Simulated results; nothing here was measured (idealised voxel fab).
The process module presented herein is designated voxel wiring stack.
The cross-section on display is named cut; it measures 210 nm wide, and its cells are 5 nm squares.
Cross-section format: a grid of square cells, given as bands from top to bottom; each band is one or more rows of cells.
Basically the band line says how high the top is and how high the bottom is, in nm, and then what's in it from left to right, every material with its width in nm. Empty space shows up as "empty", and if a single material carries "everywhere" it runs the full band edge to edge.
Below 0: as-received wafer, all one material; heights counted from there. Lowest band: no bottom, goes on down, written "0 and below".
Width spec "30..40" -> top row of cells at first value, bottom row at second value, equal per-row change in between.
Reading "all unchanged" for a step: not a cell of the cross-section changed in it.
"Unvented cavities" means: voids of 8 cells or more that are shut off from the top with no open way through. Written width x height at distance, distance from the left edge, in nm.
after a step's settings: what the simulator itself notes on the step
If you see "overlay nm" on a step's line and that step has a mask, it's telling you how far right of where it was planned the mask ended up; a negative number means it went left instead.
From here on the document is pairs. In a pair, the cross-section before one process step comes with the cross-section after it, and the latter goes no deeper than the lowest band that changed. What lies in between, the step and its settings, is written under the pair. A pair may be from a different run of this module on the same starting wafer than the pair above it, so it continues from that pair only where its entry headed "Pre-step profile" says so.
Pre-step profile
> 80 down to 70  empty: 30; Ru: 35; empty: 65; Ru: 35; empty: 45
> 70 down to 50  lowk: 40; Ru: 15; lowk: 85; Ru: 15; lowk: 55
> 50 down to 45  SiCN: 40; Ru: 15; SiCN: 85; Ru: 15; SiCN: 55
> 45 down to 20  lowk: 35; SiCN: 5; W: 30; SiCN: 5; lowk: 10; SiCN: 5; W: 30; SiCN: 5; lowk: 10; SiCN: 5; W: 30; SiCN: 5; lowk: 35
> 20 down to 15  SiCN: 40; TiN: 30; SiCN: 20; TiN: 30; SiCN: 20; TiN: 30; SiCN: 40
> 15 down to 0  SiO2 everywhere
> 0 and below  Si everywhere
> Unvented cavities: none
Post-Step Cross-Section
> 85 down to 80  empty: 25; SiCN: 45; empty: 55; SiCN: 45; empty: 40
> 80 down to 75  empty: 25; SiCN: 5; Ru: 35; SiCN: 5; empty: 55; SiCN: 5; Ru: 35; SiCN: 5; empty: 40
> 75 down to 70  SiCN: 30; Ru: 35; SiCN: 65; Ru: 35; SiCN: 45
> Lower than 70, everything is as it was.
> Unvented cavities: none
Quick note on the step between the two cross-sections above: CONFORMAL_DEP, material SiCN, thk nm 5
Pre-step profile: For the state before this step, see the after cross-section of the pair located directly above.
Post-Step Cross-Section
> 110 down to 100  empty: 25; SiO2: 45; empty: 55; SiO2: 45; empty: 40
> 100 down to 85  SiO2 everywhere
> 85 down to 80  SiO2: 25; SiCN: 45; SiO2: 55; SiCN: 45; SiO2: 40
> 80 down to 75  SiO2: 25; SiCN: 5; Ru: 35; SiCN: 5; SiO2: 55; SiCN: 5; Ru: 35; SiCN: 5; SiO2: 40
> Lower than 75, everything is as it was.
> Unvented cavities: none
Quick note on the step between the two cross-sections above: DIRECTIONAL_DEP, material SiO2, thk nm 25
Pre-step profile: For the state before this step, see the after cross-section of the pair located directly above.
Post-Step Cross-Section
> 130 down to 110  resist: 40; empty: 30; resist: 20; empty: 30; resist: 20; empty: 30; resist: 40
> 110 down to 100  resist: 25; SiO2: 45; resist: 20; empty: 30; resist: 5; SiO2: 45; resist: 40
> Lower than 100, everything is as it was.
> Unvented cavities: none
Quick note on the step between the two cross-sections above: PATTERN, tone open, mask id METAL_2, material resist, width nm 30, pitch nm 50, thk nm 20, overlay nm 0
Pre-step profile: For the state before this step, see the after cross-section of the pair located directly above.
Post-Step Cross-Section
> 130 down to 110  resist: 40; empty: 30; resist: 20; empty: 30; resist: 20; empty: 30; resist: 40
> 110 down to 100  resist: 25; SiO2: 15; empty: 30; resist: 20; empty: 30; resist: 5; SiO2: 15; empty: 30; resist: 40
> 100 down to 85  SiO2: 40; empty: 30; SiO2: 20; empty: 30; SiO2: 20; empty: 30; SiO2: 40
> 85 down to 80  SiO2: 25; SiCN: 45; SiO2: 20; empty: 30; SiO2: 5; SiCN: 45; SiO2: 40
> 80 down to 75  SiO2: 25; SiCN: 5; Ru: 35; SiCN: 5; SiO2: 20; empty: 30; SiO2: 5; SiCN: 5; Ru: 35; SiCN: 5; SiO2: 40
> Lower than 75, everything is as it was.
> Unvented cavities: none
Quick note on the step between the two cross-sections above: DIRECTIONAL_ETCH, etch materials SiO2, depth nm 25
Pre-step profile: For the state before this step, see the after cross-section of the pair located directly above.
Post-Step Cross-Section
> 130 down to 110  resist: 40; empty: 30; resist: 20; empty: 30; resist: 20; empty: 30; resist: 40
> 110 down to 100  resist: 25; SiO2: 15; empty: 30; resist: 20; empty: 30; resist: 5; SiO2: 15; empty: 30; resist: 40
> 100 down to 85  SiO2: 40; empty: 30; SiO2: 20; empty: 30; SiO2: 20; empty: 30; SiO2: 40
> 85 down to 80  SiO2: 25; SiCN: 15; empty: 30; SiO2: 20; empty: 30; SiO2: 5; SiCN: 15; empty: 30; SiO2: 40
> 80 down to 75  SiO2: 25; SiCN: 5; Ru: 35; SiCN: 5; SiO2: 20; empty: 30; SiO2: 5; SiCN: 5; Ru: 35; SiCN: 5; SiO2: 40
> 75 down to 70  SiCN: 30; Ru: 35; SiCN: 25; empty: 30; SiCN: 10; Ru: 35; SiCN: 45
> Lower than 70, everything is as it was.
> Unvented cavities: none
Quick note on the step between the two cross-sections above: DIRECTIONAL_ETCH, etch materials SiCN, depth nm 5
Pre-step profile: For the state before this step, see the after cross-section of the pair located directly above.
Post-Step Cross-Section
> 110 down to 100  empty: 25; SiO2: 15; empty: 85; SiO2: 15; empty: 70
> Lower than 100, everything is as it was.
> Unvented cavities: none
Quick note on the step between the two cross-sections above: STRIP, etch materials resist
Pre-step profile: For the state before this step, see the after cross-section of the pair located directly above.
Post-Step Cross-Section
> 115 down to 110  empty: 20; TiN: 25; empty: 75; TiN: 25; empty: 65
> 110 down to 105  empty: 20; TiN: 5; SiO2: 15; TiN: 5; empty: 75; TiN: 5; SiO2: 15; TiN: 5; empty: 65
> 105 down to 100  TiN: 25; SiO2: 15; TiN: 5; empty: 20; TiN: 30; empty: 20; TiN: 10; SiO2: 15; TiN: 5; empty: 20; TiN: 45
> 100 down to 85  SiO2: 40; TiN: 5; empty: 20; TiN: 5; SiO2: 20; TiN: 5; empty: 20; TiN: 5; SiO2: 20; TiN: 5; empty: 20; TiN: 5; SiO2: 40
> 85 down to 80  SiO2: 25; SiCN: 15; TiN: 30; SiO2: 20; TiN: 5; empty: 20; TiN: 5; SiO2: 5; SiCN: 15; TiN: 30; SiO2: 40
> 80 down to 75  SiO2: 25; SiCN: 5; Ru: 35; SiCN: 5; SiO2: 20; TiN: 5; empty: 20; TiN: 5; SiO2: 5; SiCN: 5; Ru: 35; SiCN: 5; SiO2: 40
> 75 down to 70  SiCN: 30; Ru: 35; SiCN: 25; TiN: 30; SiCN: 10; Ru: 35; SiCN: 45
> Lower than 70, everything is as it was.
> Unvented cavities: none
Quick note on the step between the two cross-sections above: CONFORMAL_DEP, material TiN, thk nm 5
Pre-step profile: For the state before this step, see the after cross-section of the pair located directly above.
Post-Step Cross-Section
> 125 down to 115  Ru everywhere
> 115 down to 110  Ru: 20; TiN: 25; Ru: 75; TiN: 25; Ru: 65
> 110 down to 105  Ru: 20; TiN: 5; SiO2: 15; TiN: 5; Ru: 75; TiN: 5; SiO2: 15; TiN: 5; Ru: 65
> 105 down to 100  TiN: 25; SiO2: 15; TiN: 5; Ru: 20; TiN: 30; Ru: 20; TiN: 10; SiO2: 15; TiN: 5; Ru: 20; TiN: 45
> 100 down to 85  SiO2: 40; TiN: 5; Ru: 20; TiN: 5; SiO2: 20; TiN: 5; Ru: 20; TiN: 5; SiO2: 20; TiN: 5; Ru: 20; TiN: 5; SiO2: 40
> 85 down to 80  SiO2: 25; SiCN: 15; TiN: 30; SiO2: 20; TiN: 5; Ru: 20; TiN: 5; SiO2: 5; SiCN: 15; TiN: 30; SiO2: 40
> 80 down to 75  SiO2: 25; SiCN: 5; Ru: 35; SiCN: 5; SiO2: 20; TiN: 5; Ru: 20; TiN: 5; SiO2: 5; SiCN: 5; Ru: 35; SiCN: 5; SiO2: 40
> Lower than 75, everything is as it was.
> Unvented cavities: none
Quick note on the step between the two cross-sections above: FILL_DEP, material Ru, thk nm 10
Pre-step profile: For the state before this step, see the after cross-section of the pair located directly above.
Post-Step Cross-Section
> 100 down to 85  SiO2: 40; TiN: 5; Ru: 20; TiN: 5; SiO2: 20; TiN: 5; Ru: 20; TiN: 5; SiO2: 20; TiN: 5; Ru: 20; TiN: 5; SiO2: 40
> Lower than 85, everything is as it was.
> Unvented cavities: none
Quick note on the step between the two cross-sections above: CMP, height nm 100
Pre-step profile: For the state before this step, see the after cross-section of the pair located directly above.
Post-Step Cross-Section
> 105 down to 100  SiCN everywhere
> Lower than 100, everything is as it was.
> Unvented cavities: none
Quick note on the step between the two cross-sections above: CONFORMAL_DEP, material SiCN, thk nm 5
Pre-step profile: For the state before this step, see the after cross-section of the pair located directly above.
Post-Step Cross-Section
> 135 down to 105  SiO2 everywhere
> Lower than 105, everything is as it was.
> Unvented cavities: none
Quick note on the step between the two cross-sections above: DIRECTIONAL_DEP, material SiO2, thk nm 30
Pre-step profile: For the state before this step, see the after cross-section of the pair located directly above.
Post-Step Cross-Section
> 155 down to 135  resist: 40; empty: 30; resist: 20; empty: 30; resist: 20; empty: 30; resist: 40
> Lower than 135, everything is as it was.
> Unvented cavities: none
Quick note on the step between the two cross-sections above: PATTERN, tone open, mask id METAL_3, material resist, width nm 30, pitch nm 50, thk nm 20, overlay nm 0
Pre-step profile: For the state before this step, see the after cross-section of the pair located directly above.
Post-Step Cross-Section
> 155 down to 135  resist: 40; empty: 30; resist: 20; empty: 30; resist: 20; empty: 30; resist: 40
> 135 down to 115  SiO2: 40; empty: 30; SiO2: 20; empty: 30; SiO2: 20; empty: 30; SiO2: 40
> Lower than 115, everything is as it was.
> Unvented cavities: none
Quick note on the step between the two cross-sections above: DIRECTIONAL_ETCH, etch materials SiO2, depth nm 20
Pre-step profile: For the state before this step, see the after cross-section of the pair located directly above.
Post-Step Cross-Section
> 135 down to 115  SiO2: 40; empty: 30; SiO2: 20; empty: 30; SiO2: 20; empty: 30; SiO2: 40
> Lower than 115, everything is as it was.
> Unvented cavities: none
Quick note on the step between the two cross-sections above: STRIP, etch materials resist
Pre-step profile: For the state before this step, see the after cross-section of the pair located directly above.
Post-Step Cross-Section
> 135 down to 115  SiO2: 40; empty: 30; SiO2: 20; empty: 30; SiO2: 20; empty: 30; SiO2: 40
> 115 down to 105  SiO2: 40; empty: 15; SiO2: 35; empty: 15; SiO2: 35; empty: 15; SiO2: 55
> Lower than 105, everything is as it was.
> Unvented cavities: none
Quick note on the step between the two cross-sections above: MASKED_ETCH, tone open, mask id METAL_3_HOLES, width nm 15, pitch nm 50, etch materials SiO2, depth nm 10, overlay nm 0
Pre-step profile: For the state before this step, see the after cross-section of the pair located directly above.
Post-Step Cross-Section
> 135 down to 115  SiO2: 40; empty: 30; SiO2: 20; empty: 30; SiO2: 20; empty: 30; SiO2: 40
> 115 down to 105  SiO2: 40; empty: 15; SiO2: 35; empty: 15; SiO2: 35; empty: 15; SiO2: 55
> 105 down to 100  SiCN: 40; empty: 15; SiCN: 35; empty: 15; SiCN: 35; empty: 15; SiCN: 55
> Lower than 100, everything is as it was.
> Unvented cavities: none
Quick note on the step between the two cross-sections above: MASKED_ETCH, tone open, mask id METAL_3_HOLES, width nm 15, pitch nm 50, etch materials SiCN, depth nm 5, overlay nm 0
Pre-step profile: For the state before this step, see the after cross-section of the pair located directly above.
Post-Step Cross-Section
> 140 down to 135  TiN: 45; empty: 20; TiN: 30; empty: 20; TiN: 30; empty: 20; TiN: 45
> 135 down to 120  SiO2: 40; TiN: 5; empty: 20; TiN: 5; SiO2: 20; TiN: 5; empty: 20; TiN: 5; SiO2: 20; TiN: 5; empty: 20; TiN: 5; SiO2: 40
> 120 down to 115  SiO2: 40; TiN: 5; empty: 5; TiN: 20; SiO2: 20; TiN: 5; empty: 5; TiN: 20; SiO2: 20; TiN: 5; empty: 5; TiN: 20; SiO2: 40
> 115 down to 105  SiO2: 40; TiN: 5; empty: 5; TiN: 5; SiO2: 35; TiN: 5; empty: 5; TiN: 5; SiO2: 35; TiN: 5; empty: 5; TiN: 5; SiO2: 55
> 105 down to 100  SiCN: 40; TiN: 15; SiCN: 35; TiN: 15; SiCN: 35; TiN: 15; SiCN: 55
> Lower than 100, everything is as it was.
> Unvented cavities: none
Quick note on the step between the two cross-sections above: CONFORMAL_DEP, material TiN, thk nm 5
Pre-step profile: For the state before this step, see the after cross-section of the pair located directly above.
Post-Step Cross-Section
> 145 down to 140  Cu everywhere
> 140 down to 135  TiN: 45; Cu: 20; TiN: 30; Cu: 20; TiN: 30; Cu: 20; TiN: 45
> 135 down to 120  SiO2: 40; TiN: 5; Cu: 20; TiN: 5; SiO2: 20; TiN: 5; Cu: 20; TiN: 5; SiO2: 20; TiN: 5; Cu: 20; TiN: 5; SiO2: 40
> 120 down to 115  SiO2: 40; TiN: 5; Cu: 5; TiN: 20; SiO2: 20; TiN: 5; Cu: 5; TiN: 20; SiO2: 20; TiN: 5; Cu: 5; TiN: 20; SiO2: 40
> 115 down to 105  SiO2: 40; TiN: 5; Cu: 5; TiN: 5; SiO2: 35; TiN: 5; Cu: 5; TiN: 5; SiO2: 35; TiN: 5; Cu: 5; TiN: 5; SiO2: 55
> Lower than 105, everything is as it was.
> Unvented cavities: none
Quick note on the step between the two cross-sections above: FILL_DEP, material Cu, thk nm 5
Pre-step profile: For the state before this step, see the after cross-section of the pair located directly above.
Post-Step Cross-Section
> 135 down to 120  SiO2: 40; TiN: 5; Cu: 20; TiN: 5; SiO2: 20; TiN: 5; Cu: 20; TiN: 5; SiO2: 20; TiN: 5; Cu: 20; TiN: 5; SiO2: 40
> Lower than 120, everything is as it was.
> Unvented cavities: none
Quick note on the step between the two cross-sections above: CMP, height nm 135
Pre-step profile: For the state before this step, see the after cross-section of the pair located directly above.
Post-Step Cross-Section
> 140 down to 135  SiCN everywhere
> Lower than 135, everything is as it was.
> Unvented cavities: none
Quick note on the step between the two cross-sections above: CONFORMAL_DEP, material SiCN, thk nm 5
Pre-step profile
> 45 down to 20  lowk: 35; SiCN: 5; W: 30; SiCN: 5; lowk: 10; SiCN: 5; W: 30; SiCN: 5; lowk: 10; SiCN: 5; W: 30; SiCN: 5; lowk: 35
> 20 down to 15  SiCN: 40; TiN: 30; SiCN: 20; TiN: 30; SiCN: 20; TiN: 30; SiCN: 40
> 15 down to 0  SiO2 everywhere
> 0 and below  Si everywhere
> Unvented cavities: none
Post-Step Cross-Section
> 65 down to 45  lowk everywhere
> Lower than 45, everything is as it was.
> Unvented cavities: none
Quick note on the step between the two cross-sections above: DIRECTIONAL_DEP, material lowk, thk nm 20
Pre-step profile: For the state before this step, see the after cross-section of the pair located directly above.
Post-Step Cross-Section
> 70 down to 65  SiCN everywhere
> Lower than 65, everything is as it was.
> Unvented cavities: none
Quick note on the step between the two cross-sections above: CONFORMAL_DEP, material SiCN, thk nm 5
Pre-step profile: For the state before this step, see the after cross-section of the pair located directly above.
Post-Step Cross-Section
> 80 down to 70  aC everywhere
> Lower than 70, everything is as it was.
> Unvented cavities: none
Quick note on the step between the two cross-sections above: DIRECTIONAL_DEP, material aC, thk nm 10
Pre-step profile: For the state before this step, see the after cross-section of the pair located directly above.
Post-Step Cross-Section
> 105 down to 80  resist: 40; empty: 15; resist: 85; empty: 15; resist: 55
> Lower than 80, everything is as it was.
> Unvented cavities: none
Quick note on the step between the two cross-sections above: PATTERN, tone open, mask id PLUG_1, material resist, width nm 15, pitch nm 100, thk nm 25, overlay nm 0
Pre-step profile: For the state before this step, see the after cross-section of the pair located directly above.
Post-Step Cross-Section
> 95 down to 80  resist: 40; empty: 15; resist: 85; empty: 15; resist: 55
> 80 down to 70  aC: 40; empty: 15; aC: 85; empty: 15; aC: 55
> Lower than 70, everything is as it was.
> Unvented cavities: none
Quick note on the step between the two cross-sections above: DIRECTIONAL_ETCH, etch materials aC, depth nm 10
Pre-step profile: For the state before this step, see the after cross-section of the pair located directly above.
Post-Step Cross-Section
> 80 down to 70  aC: 40; empty: 15; aC: 85; empty: 15; aC: 55
> Lower than 70, everything is as it was.
> Unvented cavities: none
Quick note on the step between the two cross-sections above: STRIP, etch materials resist
Pre-step profile: For the state before this step, see the after cross-section of the pair located directly above.
Post-Step Cross-Section
> 80 down to 70  aC: 40; empty: 15; aC: 85; empty: 15; aC: 55
> 70 down to 65  SiCN: 40; empty: 15; SiCN: 85; empty: 15; SiCN: 55
> Lower than 65, everything is as it was.
> Unvented cavities: none
Quick note on the step between the two cross-sections above: DIRECTIONAL_ETCH, etch materials SiCN, depth nm 5
Pre-step profile: For the state before this step, see the after cross-section of the pair located directly above.
Post-Step Cross-Section
> 70 down to 65  SiCN: 40; empty: 15; SiCN: 85; empty: 15; SiCN: 55
> Lower than 65, everything is as it was.
> Unvented cavities: none
Quick note on the step between the two cross-sections above: STRIP, etch materials aC
Pre-step profile: For the state before this step, see the after cross-section of the pair located directly above.
Post-Step Cross-Section
> 75 down to 70  SiCN: 45; empty: 5; SiCN: 95; empty: 5; SiCN: 60
> 70 down to 65  SiCN everywhere
> Lower than 65, everything is as it was.
> Unvented cavities: none
Quick note on the step between the two cross-sections above: CONFORMAL_DEP, material SiCN, thk nm 5
Pre-step profile: For the state before this step, see the after cross-section of the pair located directly above.
Post-Step Cross-Section
> 100 down to 95  SiO2: 45; empty: 5; SiO2: 95; empty: 5; SiO2: 60
> 95 down to 75  SiO2 everywhere
> 75 down to 70  SiCN: 45; SiO2: 5; SiCN: 95; SiO2: 5; SiCN: 60
> Lower than 70, everything is as it was.
> Unvented cavities: none
Quick note on the step between the two cross-sections above: DIRECTIONAL_DEP, material SiO2, thk nm 25
Pre-step profile: For the state before this step, see the after cross-section of the pair located directly above.
Post-Step Cross-Section
> 120 down to 100  resist: 40; empty: 30; resist: 20; empty: 30; resist: 20; empty: 30; resist: 40
> Lower than 100, everything is as it was.
> Unvented cavities: none
Quick note on the step between the two cross-sections above: PATTERN, tone open, mask id METAL_2, material resist, width nm 30, pitch nm 50, thk nm 20, overlay nm 0
Pre-step profile: For the state before this step, see the after cross-section of the pair located directly above.
Post-Step Cross-Section
> 120 down to 100  resist: 40; empty: 30; resist: 20; empty: 30; resist: 20; empty: 30; resist: 40
> 100 down to 75  SiO2: 40; empty: 30; SiO2: 20; empty: 30; SiO2: 20; empty: 30; SiO2: 40
> 75 down to 70  SiCN: 45; empty: 5; SiCN: 95; empty: 5; SiCN: 60
> Lower than 70, everything is as it was.
> Unvented cavities: none
Quick note on the step between the two cross-sections above: DIRECTIONAL_ETCH, etch materials SiO2, depth nm 25
Pre-step profile: For the state before this step, see the after cross-section of the pair located directly above.
Post-Step Cross-Section
> 120 down to 100  resist: 40; empty: 30; resist: 20; empty: 30; resist: 20; empty: 30; resist: 40
> 100 down to 75  SiO2: 40; empty: 30; SiO2: 20; empty: 30; SiO2: 20; empty: 30; SiO2: 40
> 75 down to 70  SiCN: 40; empty: 30; SiCN: 20; empty: 30; SiCN: 20; empty: 30; SiCN: 40
> 70 down to 65  SiCN: 45; empty: 5; SiCN: 95; empty: 5; SiCN: 60
> Lower than 65, everything is as it was.
> Unvented cavities: none
Quick note on the step between the two cross-sections above: DIRECTIONAL_ETCH, etch materials SiCN, depth nm 5
Pre-step profile: For the state before this step, see the after cross-section of the pair located directly above.
Post-Step Cross-Section
> 100 down to 75  SiO2: 40; empty: 30; SiO2: 20; empty: 30; SiO2: 20; empty: 30; SiO2: 40
> Lower than 75, everything is as it was.
> Unvented cavities: none
Quick note on the step between the two cross-sections above: STRIP, etch materials resist
Pre-step profile: For the state before this step, see the after cross-section of the pair located directly above.
Post-Step Cross-Section
> 105 down to 100  TiN: 45; empty: 20; TiN: 30; empty: 20; TiN: 30; empty: 20; TiN: 45
> 100 down to 75  SiO2: 40; TiN: 5; empty: 20; TiN: 5; SiO2: 20; TiN: 5; empty: 20; TiN: 5; SiO2: 20; TiN: 5; empty: 20; TiN: 5; SiO2: 40
> 75 down to 70  SiCN: 40; TiN: 30; SiCN: 20; TiN: 30; SiCN: 20; TiN: 30; SiCN: 40
> 70 down to 65  SiCN: 45; TiN: 5; SiCN: 95; TiN: 5; SiCN: 60
> Lower than 65, everything is as it was.
> Unvented cavities: none
Quick note on the step between the two cross-sections above: CONFORMAL_DEP, material TiN, thk nm 5
Pre-step profile: For the state before this step, see the after cross-section of the pair located directly above.
Post-Step Cross-Section
> 115 down to 105  Ru everywhere
> 105 down to 100  TiN: 45; Ru: 20; TiN: 30; Ru: 20; TiN: 30; Ru: 20; TiN: 45
> 100 down to 75  SiO2: 40; TiN: 5; Ru: 20; TiN: 5; SiO2: 20; TiN: 5; Ru: 20; TiN: 5; SiO2: 20; TiN: 5; Ru: 20; TiN: 5; SiO2: 40
> Lower than 75, everything is as it was.
> Unvented cavities: none
Quick note on the step between the two cross-sections above: FILL_DEP, material Ru, thk nm 10
Pre-step profile: For the state before this step, see the after cross-section of the pair located directly above.
Post-Step Cross-Section
> 100 down to 75  SiO2: 40; TiN: 5; Ru: 20; TiN: 5; SiO2: 20; TiN: 5; Ru: 20; TiN: 5; SiO2: 20; TiN: 5; Ru: 20; TiN: 5; SiO2: 40
> Lower than 75, everything is as it was.
> Unvented cavities: none
Quick note on the step between the two cross-sections above: CMP, height nm 100
Pre-step profile: For the state before this step, see the after cross-section of the pair located directly above.
Post-Step Cross-Section
> 105 down to 100  SiCN everywhere
> Lower than 100, everything is as it was.
> Unvented cavities: none
Quick note on the step between the two cross-sections above: CONFORMAL_DEP, material SiCN, thk nm 5
Pre-step profile: For the state before this step, see the after cross-section of the pair located directly above.
Post-Step Cross-Section
> 135 down to 105  SiO2 everywhere
> Lower than 105, everything is as it was.
> Unvented cavities: none
Quick note on the step between the two cross-sections above: DIRECTIONAL_DEP, material SiO2, thk nm 30
Pre-step profile: For the state before this step, see the after cross-section of the pair located directly above.
Post-Step Cross-Section
> 155 down to 135  resist: 40; empty: 30; resist: 20; empty: 30; resist: 20; empty: 30; resist: 40
> Lower than 135, everything is as it was.
> Unvented cavities: none
Quick note on the step between the two cross-sections above: PATTERN, tone open, mask id METAL_3, material resist, width nm 30, pitch nm 50, thk nm 20, overlay nm 0
Pre-step profile: For the state before this step, see the after cross-section of the pair located directly above.
Post-Step Cross-Section
> 155 down to 135  resist: 40; empty: 30; resist: 20; empty: 30; resist: 20; empty: 30; resist: 40
> 135 down to 115  SiO2: 40; empty: 30; SiO2: 20; empty: 30; SiO2: 20; empty: 30; SiO2: 40
> Lower than 115, everything is as it was.
> Unvented cavities: none
Quick note on the step between the two cross-sections above: DIRECTIONAL_ETCH, etch materials SiO2, depth nm 20
Pre-step profile: For the state before this step, see the after cross-section of the pair located directly above.
Post-Step Cross-Section
> 135 down to 115  SiO2: 40; empty: 30; SiO2: 20; empty: 30; SiO2: 20; empty: 30; SiO2: 40
> Lower than 115, everything is as it was.
> Unvented cavities: none
Quick note on the step between the two cross-sections above: STRIP, etch materials resist
Pre-step profile: For the state before this step, see the after cross-section of the pair located directly above.
Post-Step Cross-Section
> 135 down to 115  SiO2: 40; empty: 30; SiO2: 20; empty: 30; SiO2: 20; empty: 30; SiO2: 40
> 115 down to 105  SiO2: 40; empty: 15; SiO2: 35; empty: 15; SiO2: 35; empty: 15; SiO2: 55
> Lower than 105, everything is as it was.
> Unvented cavities: none
Quick note on the step between the two cross-sections above: MASKED_ETCH, tone open, mask id METAL_3_HOLES, width nm 15, pitch nm 50, etch materials SiO2, depth nm 10, overlay nm 0
Pre-step profile: For the state before this step, see the after cross-section of the pair located directly above.
Post-Step Cross-Section
> 135 down to 115  SiO2: 40; empty: 30; SiO2: 20; empty: 30; SiO2: 20; empty: 30; SiO2: 40
> 115 down to 105  SiO2: 40; empty: 15; SiO2: 35; empty: 15; SiO2: 35; empty: 15; SiO2: 55
> 105 down to 100  SiCN: 40; empty: 15; SiCN: 35; empty: 15; SiCN: 35; empty: 15; SiCN: 55
> Lower than 100, everything is as it was.
> Unvented cavities: none
Quick note on the step between the two cross-sections above: MASKED_ETCH, tone open, mask id METAL_3_HOLES, width nm 15, pitch nm 50, etch materials SiCN, depth nm 5, overlay nm 0
Pre-step profile: For the state before this step, see the after cross-section of the pair located directly above.
Post-Step Cross-Section
> 140 down to 135  TiN: 45; empty: 20; TiN: 30; empty: 20; TiN: 30; empty: 20; TiN: 45
> 135 down to 120  SiO2: 40; TiN: 5; empty: 20; TiN: 5; SiO2: 20; TiN: 5; empty: 20; TiN: 5; SiO2: 20; TiN: 5; empty: 20; TiN: 5; SiO2: 40
> 120 down to 115  SiO2: 40; TiN: 5; empty: 5; TiN: 20; SiO2: 20; TiN: 5; empty: 5; TiN: 20; SiO2: 20; TiN: 5; empty: 5; TiN: 20; SiO2: 40
> 115 down to 105  SiO2: 40; TiN: 5; empty: 5; TiN: 5; SiO2: 35; TiN: 5; empty: 5; TiN: 5; SiO2: 35; TiN: 5; empty: 5; TiN: 5; SiO2: 55
> 105 down to 100  SiCN: 40; TiN: 15; SiCN: 35; TiN: 15; SiCN: 35; TiN: 15; SiCN: 55
> Lower than 100, everything is as it was.
> Unvented cavities: none
Quick note on the step between the two cross-sections above: CONFORMAL_DEP, material TiN, thk nm 5
Pre-step profile: For the state before this step, see the after cross-section of the pair located directly above.
Post-Step Cross-Section
> 145 down to 140  Cu everywhere
> 140 down to 135  TiN: 45; Cu: 20; TiN: 30; Cu: 20; TiN: 30; Cu: 20; TiN: 45
> 135 down to 120  SiO2: 40; TiN: 5; Cu: 20; TiN: 5; SiO2: 20; TiN: 5; Cu: 20; TiN: 5; SiO2: 20; TiN: 5; Cu: 20; TiN: 5; SiO2: 40
> 120 down to 115  SiO2: 40; TiN: 5; Cu: 5; TiN: 20; SiO2: 20; TiN: 5; Cu: 5; TiN: 20; SiO2: 20; TiN: 5; Cu: 5; TiN: 20; SiO2: 40
> 115 down to 105  SiO2: 40; TiN: 5; Cu: 5; TiN: 5; SiO2: 35; TiN: 5; Cu: 5; TiN: 5; SiO2: 35; TiN: 5; Cu: 5; TiN: 5; SiO2: 55
> Lower than 105, everything is as it was.
> Unvented cavities: none
Quick note on the step between the two cross-sections above: FILL_DEP, material Cu, thk nm 5
Pre-step profile: For the state before this step, see the after cross-section of the pair located directly above.
Post-Step Cross-Section
> 135 down to 120  SiO2: 40; TiN: 5; Cu: 20; TiN: 5; SiO2: 20; TiN: 5; Cu: 20; TiN: 5; SiO2: 20; TiN: 5; Cu: 20; TiN: 5; SiO2: 40
> Lower than 120, everything is as it was.
> Unvented cavities: none
Quick note on the step between the two cross-sections above: CMP, height nm 135
Pre-step profile: For the state before this step, see the after cross-section of the pair located directly above.
Post-Step Cross-Section
> 140 down to 135  SiCN everywhere
> Lower than 135, everything is as it was.
> Unvented cavities: none
Quick note on the step between the two cross-sections above: CONFORMAL_DEP, material SiCN, thk nm 5
Pre-step profile
> 105 down to 100  SiCN everywhere
> 100 down to 75  SiO2: 40; TiN: 5; Ru: 20; TiN: 5; SiO2: 20; TiN: 5; Ru: 20; TiN: 5; SiO2: 20; TiN: 5; Ru: 20; TiN: 5; SiO2: 40
> 75 down to 70  SiCN: 40; TiN: 30; SiCN: 20; TiN: 30; SiCN: 20; TiN: 30; SiCN: 40
> 70 down to 50  lowk: 40; Ru: 15; lowk: 85; Ru: 15; lowk: 55
> 50 down to 45  SiCN: 40; Ru: 15; SiCN: 85; Ru: 15; SiCN: 55
> 45 down to 20  lowk: 35; SiCN: 5; W: 30; SiCN: 5; lowk: 10; SiCN: 5; W: 30; SiCN: 5; lowk: 10; SiCN: 5; W: 30; SiCN: 5; lowk: 35
> 20 down to 15  SiCN: 40; TiN: 30; SiCN: 20; TiN: 30; SiCN: 20; TiN: 30; SiCN: 40
> 15 down to 0  SiO2 everywhere
> 0 and below  Si everywhere
> Unvented cavities: none
Post-Step Cross-Section
> 125 down to 105  SiO2 everywhere
> Lower than 105, everything is as it was.
> Unvented cavities: none
Quick note on the step between the two cross-sections above: DIRECTIONAL_DEP, material SiO2, thk nm 20
Pre-step profile: For the state before this step, see the after cross-section of the pair located directly above.
Post-Step Cross-Section
> 145 down to 125  resist: 40; empty: 30; resist: 20; empty: 30; resist: 20; empty: 30; resist: 40
> Lower than 125, everything is as it was.
> Unvented cavities: none
Quick note on the step between the two cross-sections above: PATTERN, tone open, mask id METAL_3, material resist, width nm 30, pitch nm 50, thk nm 20, overlay nm 0
Pre-step profile: For the state before this step, see the after cross-section of the pair located directly above.
Post-Step Cross-Section
> 145 down to 125  resist: 40; empty: 30; resist: 20; empty: 30; resist: 20; empty: 30; resist: 40
> 125 down to 105  SiO2: 40; empty: 30; SiO2: 20; empty: 30; SiO2: 20; empty: 30; SiO2: 40
> Lower than 105, everything is as it was.
> Unvented cavities: none
Quick note on the step between the two cross-sections above: DIRECTIONAL_ETCH, etch materials SiO2, depth nm 20
Pre-step profile: For the state before this step, see the after cross-section of the pair located directly above.
Post-Step Cross-Section
> 125 down to 105  SiO2: 40; empty: 30; SiO2: 20; empty: 30; SiO2: 20; empty: 30; SiO2: 40
> Lower than 105, everything is as it was.
> Unvented cavities: none
Quick note on the step between the two cross-sections above: STRIP, etch materials resist
Pre-step profile: For the state before this step, see the after cross-section of the pair located directly above.
Post-Step Cross-Section
> 125 down to 105  SiO2: 40; empty: 30; SiO2: 20; empty: 30; SiO2: 20; empty: 30; SiO2: 40
> 105 down to 100  SiCN: 40; empty: 15; SiCN: 35; empty: 15; SiCN: 35; empty: 15; SiCN: 55
> Lower than 100, everything is as it was.
> Unvented cavities: none
Quick note on the step between the two cross-sections above: MASKED_ETCH, tone open, mask id METAL_3_HOLES, width nm 15, pitch nm 50, etch materials SiCN, depth nm 5, overlay nm 0
